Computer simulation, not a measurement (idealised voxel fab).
process module | voxel wiring stack
cross-section cut | 220 nm wide | cells 5 nm
A cross-section is a grid of square cells, given in bands from the top down. A band is one or more rows of cells.
Each band's line starts with the height of the band's top and of its bottom, in nm. Then come its materials from left to right, each with its width in nm. One material with "throughout" fills the band from edge to edge. "air" is empty space.
Height 0 is the level under which the wafer as received is all one material. The lowest band goes on downwards, as in "0 down".
A width such as "30 to 40" changes by the same amount from each row of cells to the next, from the band's top row to its bottom row.
"no change" after a step means that no cell of the cross-section changed.
closed voids: empty space of 8 cells or more with no open way to the top, each as width x height at its distance from the left edge, in nm
after a step's settings: what the simulator itself notes on the step
overlay nm, on a step with a mask: how far to the right of its planned place the mask lay; to the left if negative
Each pair below shows a cross-section before one step and the cross-section after it, down to the lowest band that changed. The line under each pair gives the step between them, with its settings. The pairs can come from different runs of this module on the same starting wafer, so a pair continues from the pair above only where its "before" says so.
before
  0 down: Si throughout
  closed voids: none
after
  10 to 0: SiO2 throughout
  below 0: unchanged
  closed voids: none
the step between: op CONFORMAL_DEP | material SiO2 | thk nm 10
before: the cross-section after the pair above
after
  15 to 10: TiN throughout
  below 10: unchanged
  closed voids: none
the step between: op DIRECTIONAL_DEP | material TiN | thk nm 5
before: the cross-section after the pair above
after
  35 to 15: Ru throughout
  below 15: unchanged
  closed voids: none
the step between: op DIRECTIONAL_DEP | material Ru | thk nm 20
before: the cross-section after the pair above
after
  45 to 35: aC throughout
  below 35: unchanged
  closed voids: none
the step between: op DIRECTIONAL_DEP | material aC | thk nm 10
before: the cross-section after the pair above
after
  75 to 45: air 70 | resist 30 | air 15 | resist 30 | air 75
  below 45: unchanged
  closed voids: none
the step between: op PATTERN | tone cover | mask id METAL_1 | material resist | width nm 30 | pitch nm 45 | thk nm 30 | overlay nm 0
before: the cross-section after the pair above
after
  65 to 45: air 70 | resist 30 | air 15 | resist 30 | air 75
  45 to 35: air 70 | aC 30 | air 15 | aC 30 | air 75
  below 35: unchanged
  closed voids: none
the step between: op DIRECTIONAL_ETCH | etch materials aC | depth nm 10
before: the cross-section after the pair above
after
  45 to 35: air 70 | aC 30 | air 15 | aC 30 | air 75
  below 35: unchanged
  closed voids: none
the step between: op STRIP | etch materials resist
before: the cross-section after the pair above
after
  45 to 35: air 70 | aC 30 | air 15 | aC 30 | air 75
  35 to 15: air 70 | Ru 30 | air 15 | Ru 30 | air 75
  below 15: unchanged
  closed voids: none
the step between: op DIRECTIONAL_ETCH | etch materials Ru | depth nm 20
before: the cross-section after the pair above
after
  45 to 35: air 70 | aC 30 | air 15 | aC 30 | air 75
  35 to 15: air 70 | Ru 30 | air 15 | Ru 30 | air 75
  15 to 10: air 70 | TiN 30 | air 15 | TiN 30 | air 75
  below 10: unchanged
  closed voids: none
the step between: op DIRECTIONAL_ETCH | etch materials TiN | depth nm 5
before: the cross-section after the pair above
after
  35 to 15: air 70 | Ru 30 | air 15 | Ru 30 | air 75
  below 15: unchanged
  closed voids: none
the step between: op STRIP | etch materials aC
before: the cross-section after the pair above
after
  40 to 35: air 65 | SiCN 40 | air 5 | SiCN 40 | air 70
  35 to 15: air 65 | SiCN 5 | Ru 30 | SiCN 5 | air 5 | SiCN 5 | Ru 30 | SiCN 5 | air 70
  15 to 10: SiCN 70 | TiN 30 | SiCN 15 | TiN 30 | SiCN 75
  below 10: unchanged
  closed voids: none
the step between: op CONFORMAL_DEP | material SiCN | thk nm 5
before: the cross-section after the pair above
after
  45 to 40: SiO2 throughout
  40 to 35: SiO2 65 | SiCN 40 | SiO2 5 | SiCN 40 | SiO2 70
  35 to 15: SiO2 65 | SiCN 5 | Ru 30 | SiCN 5 | SiO2 5 | SiCN 5 | Ru 30 | SiCN 5 | SiO2 70
  below 15: unchanged
  closed voids: none
the step between: op FILL_DEP | material SiO2 | thk nm 5
before: the cross-section after the pair above
after
  35 to 15: SiO2 65 | SiCN 5 | Ru 30 | SiCN 5 | SiO2 5 | SiCN 5 | Ru 30 | SiCN 5 | SiO2 70
  below 15: unchanged
  closed voids: none
the step between: op CMP | height nm 35
before: the cross-section after the pair above
after
  40 to 35: SiCN throughout
  below 35: unchanged
  closed voids: none
the step between: op CONFORMAL_DEP | material SiCN | thk nm 5
before: the cross-section after the pair above
after
  70 to 40: lowk throughout
  below 40: unchanged
  closed voids: none
the step between: op DIRECTIONAL_DEP | material lowk | thk nm 30
before: the cross-section after the pair above
after
  80 to 70: aC throughout
  below 70: unchanged
  closed voids: none
the step between: op DIRECTIONAL_DEP | material aC | thk nm 10
before: the cross-section after the pair above
after
  105 to 80: resist 70 | air 15 | resist 135
  below 80: unchanged
  closed voids: none
the step between: op PATTERN | tone open | mask id METAL_2_HOLES | material resist | width nm 15 | thk nm 25 | overlay nm 0
before: the cross-section after the pair above
after
  95 to 80: resist 70 | air 15 | resist 135
  80 to 70: aC 70 | air 15 | aC 135
  below 70: unchanged
  closed voids: none
the step between: op DIRECTIONAL_ETCH | etch materials aC | depth nm 10
before: the cross-section after the pair above
after
  80 to 70: aC 70 | air 15 | aC 135
  below 70: unchanged
  closed voids: none
the step between: op STRIP | etch materials resist
before: the cross-section after the pair above
after
  80 to 70: aC 70 | air 15 | aC 135
  70 to 40: lowk 70 | air 15 | lowk 135
  below 40: unchanged
  closed voids: none
the step between: op DIRECTIONAL_ETCH | etch materials lowk | depth nm 30
before: the cross-section after the pair above
after
  70 to 40: lowk 70 | air 15 | lowk 135
  below 40: unchanged
  closed voids: none
the step between: op STRIP | etch materials aC
before: the cross-section after the pair above
after
  70 to 55: lowk 70 | air 30 | lowk 15 | air 30 | lowk 75
  below 55: unchanged
  closed voids: none
the step between: op MASKED_ETCH | tone open | mask id METAL_2 | width nm 30 | pitch nm 45 | etch materials lowk | depth nm 15 | overlay nm 0
before: the cross-section after the pair above
after
  70 to 55: lowk 70 | air 30 | lowk 15 | air 30 | lowk 75
  55 to 40: lowk 70 | air 15 | lowk 135
  40 to 35: SiCN 70 | air 15 | SiCN 135
  below 35: unchanged
  closed voids: none
the step between: op MASKED_ETCH | tone open | mask id METAL_2 | width nm 30 | pitch nm 45 | etch materials SiCN | depth nm 5 | overlay nm 0
before: the cross-section after the pair above
after
  75 to 70: TiN 75 | air 20 | TiN 25 | air 20 | TiN 80
  70 to 60: lowk 70 | TiN 5 | air 20 | TiN 5 | lowk 15 | TiN 5 | air 20 | TiN 5 | lowk 75
  60 to 55: lowk 70 | TiN 5 | air 5 | TiN 20 | lowk 15 | TiN 30 | lowk 75
  55 to 40: lowk 70 | TiN 5 | air 5 | TiN 5 | lowk 135
  40 to 35: SiCN 70 | TiN 15 | SiCN 135
  below 35: unchanged
  closed voids: none
the step between: op CONFORMAL_DEP | material TiN | thk nm 5
before: the cross-section after the pair above
after
  85 to 75: Ru throughout
  75 to 70: TiN 75 | Ru 20 | TiN 25 | Ru 20 | TiN 80
  70 to 60: lowk 70 | TiN 5 | Ru 20 | TiN 5 | lowk 15 | TiN 5 | Ru 20 | TiN 5 | lowk 75
  60 to 55: lowk 70 | TiN 5 | Ru 5 | TiN 20 | lowk 15 | TiN 30 | lowk 75
  55 to 40: lowk 70 | TiN 5 | Ru 5 | TiN 5 | lowk 135
  below 40: unchanged
  closed voids: none
the step between: op FILL_DEP | material Ru | thk nm 10
before: the cross-section after the pair above
after
  70 to 60: lowk 70 | TiN 5 | Ru 20 | TiN 5 | lowk 15 | TiN 5 | Ru 20 | TiN 5 | lowk 75
  below 60: unchanged
  closed voids: none
the step between: op CMP | height nm 70
before: the cross-section after the pair above
after
  75 to 70: SiCN throughout
  below 70: unchanged
  closed voids: none
the step between: op CONFORMAL_DEP | material SiCN | thk nm 5
before: the cross-section after the pair above
after
  85 to 75: lowk throughout
  below 75: unchanged
  closed voids: none
the step between: op DIRECTIONAL_DEP | material lowk | thk nm 10
before: the cross-section after the pair above
after
  105 to 85: resist 70 | air 15 | resist 135
  below 85: unchanged
  closed voids: none
the step between: op PATTERN | tone open | mask id PLUG_2 | material resist | width nm 15 | thk nm 20 | overlay nm 0
before: the cross-section after the pair above
after
  105 to 85: resist 70 | air 15 | resist 135
  85 to 75: lowk 70 | air 15 | lowk 135
  below 75: unchanged
  closed voids: none
the step between: op DIRECTIONAL_ETCH | etch materials lowk | depth nm 10
before: the cross-section after the pair above
after
  105 to 85: resist 70 | air 15 | resist 135
  85 to 75: lowk 70 | air 15 | lowk 135
  75 to 70: SiCN 70 | air 15 | SiCN 135
  below 70: unchanged
  closed voids: none
the step between: op DIRECTIONAL_ETCH | etch materials SiCN | depth nm 5
before: the cross-section after the pair above
after
  85 to 75: lowk 70 | air 15 | lowk 135
  below 75: unchanged
  closed voids: none
the step between: op STRIP | etch materials resist
before: the cross-section after the pair above
after
  90 to 85: TiN 75 | air 5 | TiN 140
  85 to 75: lowk 70 | TiN 5 | air 5 | TiN 5 | lowk 135
  75 to 70: SiCN 70 | TiN 15 | SiCN 135
  below 70: unchanged
  closed voids: none
the step between: op CONFORMAL_DEP | material TiN | thk nm 5
before: the cross-section after the pair above
after
  95 to 90: W throughout
  90 to 85: TiN 75 | W 5 | TiN 140
  85 to 75: lowk 70 | TiN 5 | W 5 | TiN 5 | lowk 135
  below 75: unchanged
  closed voids: none
the step between: op FILL_DEP | material W | thk nm 5
before: the cross-section after the pair above
after
  85 to 75: lowk 70 | TiN 5 | W 5 | TiN 5 | lowk 135
  below 75: unchanged
  closed voids: none
the step between: op CMP | height nm 85
before: the cross-section after the pair above
after
  90 to 85: SiCN throughout
  below 85: unchanged
  closed voids: none
the step between: op CONFORMAL_DEP | material SiCN | thk nm 5
before: the cross-section after the pair above
after
  105 to 90: SiO2 throughout
  below 90: unchanged
  closed voids: none
the step between: op DIRECTIONAL_DEP | material SiO2 | thk nm 15
before: the cross-section after the pair above
after
  120 to 105: resist 70 | air 30 | resist 15 | air 30 | resist 75
  below 105: unchanged
  closed voids: none
the step between: op PATTERN | tone open | mask id METAL_3 | material resist | width nm 30 | pitch nm 45 | thk nm 15 | overlay nm 0
before: the cross-section after the pair above
after
  120 to 105: resist 70 | air 30 | resist 15 | air 30 | resist 75
  105 to 90: SiO2 70 | air 30 | SiO2 15 | air 30 | SiO2 75
  below 90: unchanged
  closed voids: none
the step between: op DIRECTIONAL_ETCH | etch materials SiO2 | depth nm 15
before: the cross-section after the pair above
after
  120 to 105: resist 70 | air 30 | resist 15 | air 30 | resist 75
  105 to 90: SiO2 70 | air 30 | SiO2 15 | air 30 | SiO2 75
  90 to 85: SiCN 70 | air 30 | SiCN 15 | air 30 | SiCN 75
  below 85: unchanged
  closed voids: none
the step between: op DIRECTIONAL_ETCH | etch materials SiCN | depth nm 5
before: the cross-section after the pair above
after
  105 to 90: SiO2 70 | air 30 | SiO2 15 | air 30 | SiO2 75
  below 90: unchanged
  closed voids: none
the step between: op STRIP | etch materials resist
before: the cross-section after the pair above
after
  110 to 105: TiN 75 | air 20 | TiN 25 | air 20 | TiN 80
  105 to 90: SiO2 70 | TiN 5 | air 20 | TiN 5 | SiO2 15 | TiN 5 | air 20 | TiN 5 | SiO2 75
  90 to 85: SiCN 70 | TiN 30 | SiCN 15 | TiN 30 | SiCN 75
  below 85: unchanged
  closed voids: none
the step between: op CONFORMAL_DEP | material TiN | thk nm 5
before: the cross-section after the pair above
after
  115 to 110: Ru throughout
  110 to 105: TiN 75 | Ru 20 | TiN 25 | Ru 20 | TiN 80
  105 to 90: SiO2 70 | TiN 5 | Ru 20 | TiN 5 | SiO2 15 | TiN 5 | Ru 20 | TiN 5 | SiO2 75
  below 90: unchanged
  closed voids: none
the step between: op FILL_DEP | material Ru | thk nm 5
before: the cross-section after the pair above
after
  105 to 90: SiO2 70 | TiN 5 | Ru 20 | TiN 5 | SiO2 15 | TiN 5 | Ru 20 | TiN 5 | SiO2 75
  below 90: unchanged
  closed voids: none
the step between: op CMP | height nm 105
before: the cross-section after the pair above
after
  110 to 105: air 65 | Ru 40 | air 5 | Ru 40 | air 70
  below 105: unchanged
  closed voids: none
the step between: op EPI | material Ru | thk nm 5
before: the cross-section after the pair above
after
  115 to 110: SiCN throughout
  110 to 105: SiCN 65 | Ru 40 | SiCN 5 | Ru 40 | SiCN 70
  below 105: unchanged
  closed voids: none
the step between: op FILL_DEP | material SiCN | thk nm 5
before
  10 to 0: SiO2 throughout
  0 down: Si throughout
  closed voids: none
after
  30 to 10: Ru throughout
  below 10: unchanged
  closed voids: none
the step between: op DIRECTIONAL_DEP | material Ru | thk nm 20
before: the cross-section after the pair above
after
  40 to 30: aC throughout
  below 30: unchanged
  closed voids: none
the step between: op DIRECTIONAL_DEP | material aC | thk nm 10
before: the cross-section after the pair above
after
  70 to 40: air 70 | resist 30 | air 15 | resist 30 | air 75
  below 40: unchanged
  closed voids: none
the step between: op PATTERN | tone cover | mask id METAL_1 | material resist | width nm 30 | pitch nm 45 | thk nm 30 | overlay nm 0
before: the cross-section after the pair above
after
  60 to 40: air 70 | resist 30 | air 15 | resist 30 | air 75
  40 to 30: air 70 | aC 30 | air 15 | aC 30 | air 75
  below 30: unchanged
  closed voids: none
the step between: op DIRECTIONAL_ETCH | etch materials aC | depth nm 10
before: the cross-section after the pair above
after
  40 to 30: air 70 | aC 30 | air 15 | aC 30 | air 75
  below 30: unchanged
  closed voids: none
the step between: op STRIP | etch materials resist
before: the cross-section after the pair above
after
  40 to 30: air 70 | aC 30 | air 15 | aC 30 | air 75
  30 to 10: air 70 | Ru 30 | air 15 | Ru 30 | air 75
  below 10: unchanged
  closed voids: none
the step between: op DIRECTIONAL_ETCH | etch materials Ru | depth nm 20
before: the cross-section after the pair above
after
  30 to 10: air 70 | Ru 30 | air 15 | Ru 30 | air 75
  below 10: unchanged
  closed voids: none
the step between: op STRIP | etch materials aC
before: the cross-section after the pair above
after
  35 to 30: air 65 | SiCN 40 | air 5 | SiCN 40 | air 70
  30 to 15: air 65 | SiCN 5 | Ru 30 | SiCN 5 | air 5 | SiCN 5 | Ru 30 | SiCN 5 | air 70
  15 to 10: SiCN 70 | Ru 30 | SiCN 15 | Ru 30 | SiCN 75
  below 10: unchanged
  closed voids: none
the step between: op CONFORMAL_DEP | material SiCN | thk nm 5
before: the cross-section after the pair above
after
  40 to 35: SiO2 throughout
  35 to 30: SiO2 65 | SiCN 40 | SiO2 5 | SiCN 40 | SiO2 70
  30 to 15: SiO2 65 | SiCN 5 | Ru 30 | SiCN 5 | SiO2 5 | SiCN 5 | Ru 30 | SiCN 5 | SiO2 70
  below 15: unchanged
  closed voids: none
the step between: op FILL_DEP | material SiO2 | thk nm 5
before: the cross-section after the pair above
after
  35 to 30: SiO2 65 | SiCN 40 | SiO2 5 | SiCN 40 | SiO2 70
  below 30: unchanged
  closed voids: none
the step between: op CMP | height nm 35
before: the cross-section after the pair above
after
  40 to 35: SiCN throughout
  below 35: unchanged
  closed voids: none
the step between: op CONFORMAL_DEP | material SiCN | thk nm 5
before: the cross-section after the pair above
after
  70 to 40: lowk throughout
  below 40: unchanged
  closed voids: none
the step between: op DIRECTIONAL_DEP | material lowk | thk nm 30
before: the cross-section after the pair above
after
  80 to 70: aC throughout
  below 70: unchanged
  closed voids: none
the step between: op DIRECTIONAL_DEP | material aC | thk nm 10
before: the cross-section after the pair above
after
  105 to 80: resist 70 | air 15 | resist 135
  below 80: unchanged
  closed voids: none
the step between: op PATTERN | tone open | mask id METAL_2_HOLES | material resist | width nm 15 | thk nm 25 | overlay nm 0
before: the cross-section after the pair above
after
  95 to 80: resist 70 | air 15 | resist 135
  80 to 70: aC 70 | air 15 | aC 135
  below 70: unchanged
  closed voids: none
the step between: op DIRECTIONAL_ETCH | etch materials aC | depth nm 10
before: the cross-section after the pair above
after
  80 to 70: aC 70 | air 15 | aC 135
  below 70: unchanged
  closed voids: none
the step between: op STRIP | etch materials resist
before: the cross-section after the pair above
after
  80 to 70: aC 70 | air 15 | aC 135
  70 to 40: lowk 70 | air 15 | lowk 135
  below 40: unchanged
  closed voids: none
the step between: op DIRECTIONAL_ETCH | etch materials lowk | depth nm 30
before: the cross-section after the pair above
after
  70 to 40: lowk 70 | air 15 | lowk 135
  below 40: unchanged
  closed voids: none
the step between: op STRIP | etch materials aC
before: the cross-section after the pair above
after
  70 to 55: lowk 70 | air 30 | lowk 15 | air 30 | lowk 75
  below 55: unchanged
  closed voids: none
the step between: op MASKED_ETCH | tone open | mask id METAL_2 | width nm 30 | pitch nm 45 | etch materials lowk | depth nm 15 | overlay nm 0
before: the cross-section after the pair above
after
  70 to 55: lowk 70 | air 30 | lowk 15 | air 30 | lowk 75
  55 to 40: lowk 70 | air 15 | lowk 135
  40 to 35: SiCN 70 | air 15 | SiCN 135
  below 35: unchanged
  closed voids: none
the step between: op MASKED_ETCH | tone open | mask id METAL_2 | width nm 30 | pitch nm 45 | etch materials SiCN | depth nm 5 | overlay nm 0
before: the cross-section after the pair above
after
  75 to 70: TiN 75 | air 20 | TiN 25 | air 20 | TiN 80
  70 to 60: lowk 70 | TiN 5 | air 20 | TiN 5 | lowk 15 | TiN 5 | air 20 | TiN 5 | lowk 75
  60 to 55: lowk 70 | TiN 5 | air 5 | TiN 20 | lowk 15 | TiN 30 | lowk 75
  55 to 40: lowk 70 | TiN 5 | air 5 | TiN 5 | lowk 135
  40 to 35: SiCN 70 | TiN 15 | SiCN 135
  below 35: unchanged
  closed voids: none
the step between: op CONFORMAL_DEP | material TiN | thk nm 5
before: the cross-section after the pair above
after
  85 to 75: Ru throughout
  75 to 70: TiN 75 | Ru 20 | TiN 25 | Ru 20 | TiN 80
  70 to 60: lowk 70 | TiN 5 | Ru 20 | TiN 5 | lowk 15 | TiN 5 | Ru 20 | TiN 5 | lowk 75
  60 to 55: lowk 70 | TiN 5 | Ru 5 | TiN 20 | lowk 15 | TiN 30 | lowk 75
  55 to 40: lowk 70 | TiN 5 | Ru 5 | TiN 5 | lowk 135
  below 40: unchanged
  closed voids: none
the step between: op FILL_DEP | material Ru | thk nm 10
before: the cross-section after the pair above
after
  70 to 60: lowk 70 | TiN 5 | Ru 20 | TiN 5 | lowk 15 | TiN 5 | Ru 20 | TiN 5 | lowk 75
  below 60: unchanged
  closed voids: none
the step between: op CMP | height nm 70
before: the cross-section after the pair above
after
  75 to 70: SiCN throughout
  below 70: unchanged
  closed voids: none
the step between: op CONFORMAL_DEP | material SiCN | thk nm 5
before: the cross-section after the pair above
after
  85 to 75: lowk throughout
  below 75: unchanged
  closed voids: none
the step between: op DIRECTIONAL_DEP | material lowk | thk nm 10
before: the cross-section after the pair above
after
  105 to 85: resist 70 | air 15 | resist 135
  below 85: unchanged
  closed voids: none
the step between: op PATTERN | tone open | mask id PLUG_2 | material resist | width nm 15 | thk nm 20 | overlay nm 0
before: the cross-section after the pair above
after
  105 to 85: resist 70 | air 15 | resist 135
  85 to 75: lowk 70 | air 15 | lowk 135
  below 75: unchanged
  closed voids: none
the step between: op DIRECTIONAL_ETCH | etch materials lowk | depth nm 10
before: the cross-section after the pair above
after
  105 to 85: resist 70 | air 15 | resist 135
  85 to 75: lowk 70 | air 15 | lowk 135
  75 to 70: SiCN 70 | air 15 | SiCN 135
  below 70: unchanged
  closed voids: none
the step between: op DIRECTIONAL_ETCH | etch materials SiCN | depth nm 5
before: the cross-section after the pair above
after
  85 to 75: lowk 70 | air 15 | lowk 135
  below 75: unchanged
  closed voids: none
the step between: op STRIP | etch materials resist
before: the cross-section after the pair above
after
  90 to 85: TiN 75 | air 5 | TiN 140
  85 to 75: lowk 70 | TiN 5 | air 5 | TiN 5 | lowk 135
  75 to 70: SiCN 70 | TiN 15 | SiCN 135
  below 70: unchanged
  closed voids: none
the step between: op CONFORMAL_DEP | material TiN | thk nm 5
before: the cross-section after the pair above
after
  95 to 90: W throughout
  90 to 85: TiN 75 | W 5 | TiN 140
  85 to 75: lowk 70 | TiN 5 | W 5 | TiN 5 | lowk 135
  below 75: unchanged
  closed voids: none
the step between: op FILL_DEP | material W | thk nm 5
before: the cross-section after the pair above
after
  85 to 75: lowk 70 | TiN 5 | W 5 | TiN 5 | lowk 135
  below 75: unchanged
  closed voids: none
the step between: op CMP | height nm 85
before: the cross-section after the pair above
after
  90 to 85: SiCN throughout
  below 85: unchanged
  closed voids: none
the step between: op CONFORMAL_DEP | material SiCN | thk nm 5
before: the cross-section after the pair above
after
  105 to 90: SiO2 throughout
  below 90: unchanged
  closed voids: none
the step between: op DIRECTIONAL_DEP | material SiO2 | thk nm 15
before: the cross-section after the pair above
after
  120 to 105: resist 70 | air 30 | resist 15 | air 30 | resist 75
  below 105: unchanged
  closed voids: none
the step between: op PATTERN | tone open | mask id METAL_3 | material resist | width nm 30 | pitch nm 45 | thk nm 15 | overlay nm 0
before: the cross-section after the pair above
after
  120 to 105: resist 70 | air 30 | resist 15 | air 30 | resist 75
  105 to 90: SiO2 70 | air 30 | SiO2 15 | air 30 | SiO2 75
  below 90: unchanged
  closed voids: none
the step between: op DIRECTIONAL_ETCH | etch materials SiO2 | depth nm 15
before: the cross-section after the pair above
after
  120 to 105: resist 70 | air 30 | resist 15 | air 30 | resist 75
  105 to 90: SiO2 70 | air 30 | SiO2 15 | air 30 | SiO2 75
  90 to 85: SiCN 70 | air 30 | SiCN 15 | air 30 | SiCN 75
  below 85: unchanged
  closed voids: none
the step between: op DIRECTIONAL_ETCH | etch materials SiCN | depth nm 5
before: the cross-section after the pair above
after
  105 to 90: SiO2 70 | air 30 | SiO2 15 | air 30 | SiO2 75
  below 90: unchanged
  closed voids: none
the step between: op STRIP | etch materials resist
before: the cross-section after the pair above
after
  110 to 105: TiN 75 | air 20 | TiN 25 | air 20 | TiN 80
  105 to 90: SiO2 70 | TiN 5 | air 20 | TiN 5 | SiO2 15 | TiN 5 | air 20 | TiN 5 | SiO2 75
  90 to 85: SiCN 70 | TiN 30 | SiCN 15 | TiN 30 | SiCN 75
  below 85: unchanged
  closed voids: none
the step between: op CONFORMAL_DEP | material TiN | thk nm 5
before: the cross-section after the pair above
after
  115 to 110: Ru throughout
  110 to 105: TiN 75 | Ru 20 | TiN 25 | Ru 20 | TiN 80
  105 to 90: SiO2 70 | TiN 5 | Ru 20 | TiN 5 | SiO2 15 | TiN 5 | Ru 20 | TiN 5 | SiO2 75
  below 90: unchanged
  closed voids: none
the step between: op FILL_DEP | material Ru | thk nm 5
before: the cross-section after the pair above
after
  105 to 90: SiO2 70 | TiN 5 | Ru 20 | TiN 5 | SiO2 15 | TiN 5 | Ru 20 | TiN 5 | SiO2 75
  below 90: unchanged
  closed voids: none
the step between: op CMP | height nm 105
before: the cross-section after the pair above
after
  110 to 105: air 65 | Ru 40 | air 5 | Ru 40 | air 70
  below 105: unchanged
  closed voids: none
the step between: op EPI | material Ru | thk nm 5
before: the cross-section after the pair above
after
  115 to 110: SiCN throughout
  110 to 105: SiCN 65 | Ru 40 | SiCN 5 | Ru 40 | SiCN 70
  below 105: unchanged
  closed voids: none
the step between: op FILL_DEP | material SiCN | thk nm 5
before
  70 to 40: lowk throughout
  40 to 35: SiCN throughout
  35 to 15: SiO2 65 | SiCN 5 | Ru 30 | SiCN 5 | SiO2 5 | SiCN 5 | Ru 30 | SiCN 5 | SiO2 70
  15 to 10: SiCN 70 | TiN 30 | SiCN 15 | TiN 30 | SiCN 75
  10 to 0: SiO2 throughout
  0 down: Si throughout
  closed voids: none
after
  100 to 40: lowk throughout
  below 40: unchanged
  closed voids: none
the step between: op DIRECTIONAL_DEP | material lowk | thk nm 30
before: the cross-section after the pair above
after
  110 to 100: aC throughout
  below 100: unchanged
  closed voids: none
the step between: op DIRECTIONAL_DEP | material aC | thk nm 10
before: the cross-section after the pair above
after
  135 to 110: resist 70 | air 15 | resist 135
  below 110: unchanged
  closed voids: none
the step between: op PATTERN | tone open | mask id METAL_2_HOLES | material resist | width nm 15 | thk nm 25 | overlay nm 0
before: the cross-section after the pair above
after
  125 to 110: resist 70 | air 15 | resist 135
  110 to 100: aC 70 | air 15 | aC 135
  below 100: unchanged
  closed voids: none
the step between: op DIRECTIONAL_ETCH | etch materials aC | depth nm 10
before: the cross-section after the pair above
after
  110 to 100: aC 70 | air 15 | aC 135
  below 100: unchanged
  closed voids: none
the step between: op STRIP | etch materials resist
before: the cross-section after the pair above
after
  110 to 100: aC 70 | air 15 | aC 135
  100 to 70: lowk 70 | air 15 | lowk 135
  below 70: unchanged
  closed voids: none
the step between: op DIRECTIONAL_ETCH | etch materials lowk | depth nm 30
before: the cross-section after the pair above
after
  100 to 70: lowk 70 | air 15 | lowk 135
  below 70: unchanged
  closed voids: none
the step between: op STRIP | etch materials aC
before: the cross-section after the pair above
after
  100 to 85: lowk 70 | air 30 | lowk 15 | air 30 | lowk 75
  85 to 55: lowk 70 | air 15 | lowk 135
  below 55: unchanged
  closed voids: none
the step between: op MASKED_ETCH | tone open | mask id METAL_2 | width nm 30 | pitch nm 45 | etch materials lowk | depth nm 15 | overlay nm 0
before: the cross-section after the pair above
after
  105 to 100: TiN 75 | air 20 | TiN 25 | air 20 | TiN 80
  100 to 90: lowk 70 | TiN 5 | air 20 | TiN 5 | lowk 15 | TiN 5 | air 20 | TiN 5 | lowk 75
  90 to 85: lowk 70 | TiN 5 | air 5 | TiN 20 | lowk 15 | TiN 30 | lowk 75
  85 to 60: lowk 70 | TiN 5 | air 5 | TiN 5 | lowk 135
  60 to 55: lowk 70 | TiN 15 | lowk 135
  below 55: unchanged
  closed voids: none
the step between: op CONFORMAL_DEP | material TiN | thk nm 5
before: the cross-section after the pair above
after
  115 to 105: Ru throughout
  105 to 100: TiN 75 | Ru 20 | TiN 25 | Ru 20 | TiN 80
  100 to 90: lowk 70 | TiN 5 | Ru 20 | TiN 5 | lowk 15 | TiN 5 | Ru 20 | TiN 5 | lowk 75
  90 to 85: lowk 70 | TiN 5 | Ru 5 | TiN 20 | lowk 15 | TiN 30 | lowk 75
  85 to 60: lowk 70 | TiN 5 | Ru 5 | TiN 5 | lowk 135
  below 60: unchanged
  closed voids: none
the step between: op FILL_DEP | material Ru | thk nm 10
before: the cross-section after the pair above
after
  70 to 60: lowk 70 | TiN 5 | Ru 5 | TiN 5 | lowk 135
  below 60: unchanged
  closed voids: none
the step between: op CMP | height nm 70
before: the cross-section after the pair above
after
  75 to 70: SiCN throughout
  below 70: unchanged
  closed voids: none
the step between: op CONFORMAL_DEP | material SiCN | thk nm 5
before: the cross-section after the pair above
after
  85 to 75: lowk throughout
  below 75: unchanged
  closed voids: none
the step between: op DIRECTIONAL_DEP | material lowk | thk nm 10
before: the cross-section after the pair above
after
  105 to 85: resist 70 | air 15 | resist 135
  below 85: unchanged
  closed voids: none
the step between: op PATTERN | tone open | mask id PLUG_2 | material resist | width nm 15 | thk nm 20 | overlay nm 0
before: the cross-section after the pair above
after
  105 to 85: resist 70 | air 15 | resist 135
  85 to 75: lowk 70 | air 15 | lowk 135
  below 75: unchanged
  closed voids: none
the step between: op DIRECTIONAL_ETCH | etch materials lowk | depth nm 10
before: the cross-section after the pair above
after
  105 to 85: resist 70 | air 15 | resist 135
  85 to 75: lowk 70 | air 15 | lowk 135
  75 to 70: SiCN 70 | air 15 | SiCN 135
  below 70: unchanged
  closed voids: none
the step between: op DIRECTIONAL_ETCH | etch materials SiCN | depth nm 5
before: the cross-section after the pair above
after
  85 to 75: lowk 70 | air 15 | lowk 135
  below 75: unchanged
  closed voids: none
the step between: op STRIP | etch materials resist
before: the cross-section after the pair above
after
  90 to 85: TiN 75 | air 5 | TiN 140
  85 to 75: lowk 70 | TiN 5 | air 5 | TiN 5 | lowk 135
  75 to 70: SiCN 70 | TiN 15 | SiCN 135
  below 70: unchanged
  closed voids: none
the step between: op CONFORMAL_DEP | material TiN | thk nm 5
before: the cross-section after the pair above
after
  95 to 90: W throughout
  90 to 85: TiN 75 | W 5 | TiN 140
  85 to 75: lowk 70 | TiN 5 | W 5 | TiN 5 | lowk 135
  below 75: unchanged
  closed voids: none
the step between: op FILL_DEP | material W | thk nm 5
before: the cross-section after the pair above
after
  85 to 75: lowk 70 | TiN 5 | W 5 | TiN 5 | lowk 135
  below 75: unchanged
  closed voids: none
the step between: op CMP | height nm 85
before: the cross-section after the pair above
after
  90 to 85: SiCN throughout
  below 85: unchanged
  closed voids: none
the step between: op CONFORMAL_DEP | material SiCN | thk nm 5
before: the cross-section after the pair above
after
  105 to 90: SiO2 throughout
  below 90: unchanged
  closed voids: none
the step between: op DIRECTIONAL_DEP | material SiO2 | thk nm 15
before: the cross-section after the pair above
after
  120 to 105: resist 70 | air 30 | resist 15 | air 30 | resist 75
  below 105: unchanged
  closed voids: none
the step between: op PATTERN | tone open | mask id METAL_3 | material resist | width nm 30 | pitch nm 45 | thk nm 15 | overlay nm 0
before: the cross-section after the pair above
after
  120 to 105: resist 70 | air 30 | resist 15 | air 30 | resist 75
  105 to 90: SiO2 70 | air 30 | SiO2 15 | air 30 | SiO2 75
  below 90: unchanged
  closed voids: none
the step between: op DIRECTIONAL_ETCH | etch materials SiO2 | depth nm 15
before: the cross-section after the pair above
after
  120 to 105: resist 70 | air 30 | resist 15 | air 30 | resist 75
  105 to 90: SiO2 70 | air 30 | SiO2 15 | air 30 | SiO2 75
  90 to 85: SiCN 70 | air 30 | SiCN 15 | air 30 | SiCN 75
  below 85: unchanged
  closed voids: none
the step between: op DIRECTIONAL_ETCH | etch materials SiCN | depth nm 5
before: the cross-section after the pair above
after
  105 to 90: SiO2 70 | air 30 | SiO2 15 | air 30 | SiO2 75
  below 90: unchanged
  closed voids: none
the step between: op STRIP | etch materials resist
before: the cross-section after the pair above
after
  110 to 105: TiN 75 | air 20 | TiN 25 | air 20 | TiN 80
  105 to 90: SiO2 70 | TiN 5 | air 20 | TiN 5 | SiO2 15 | TiN 5 | air 20 | TiN 5 | SiO2 75
  90 to 85: SiCN 70 | TiN 30 | SiCN 15 | TiN 30 | SiCN 75
  below 85: unchanged
  closed voids: none
the step between: op CONFORMAL_DEP | material TiN | thk nm 5
before: the cross-section after the pair above
after
  115 to 110: Ru throughout
  110 to 105: TiN 75 | Ru 20 | TiN 25 | Ru 20 | TiN 80
  105 to 90: SiO2 70 | TiN 5 | Ru 20 | TiN 5 | SiO2 15 | TiN 5 | Ru 20 | TiN 5 | SiO2 75
  below 90: unchanged
  closed voids: none
the step between: op FILL_DEP | material Ru | thk nm 5
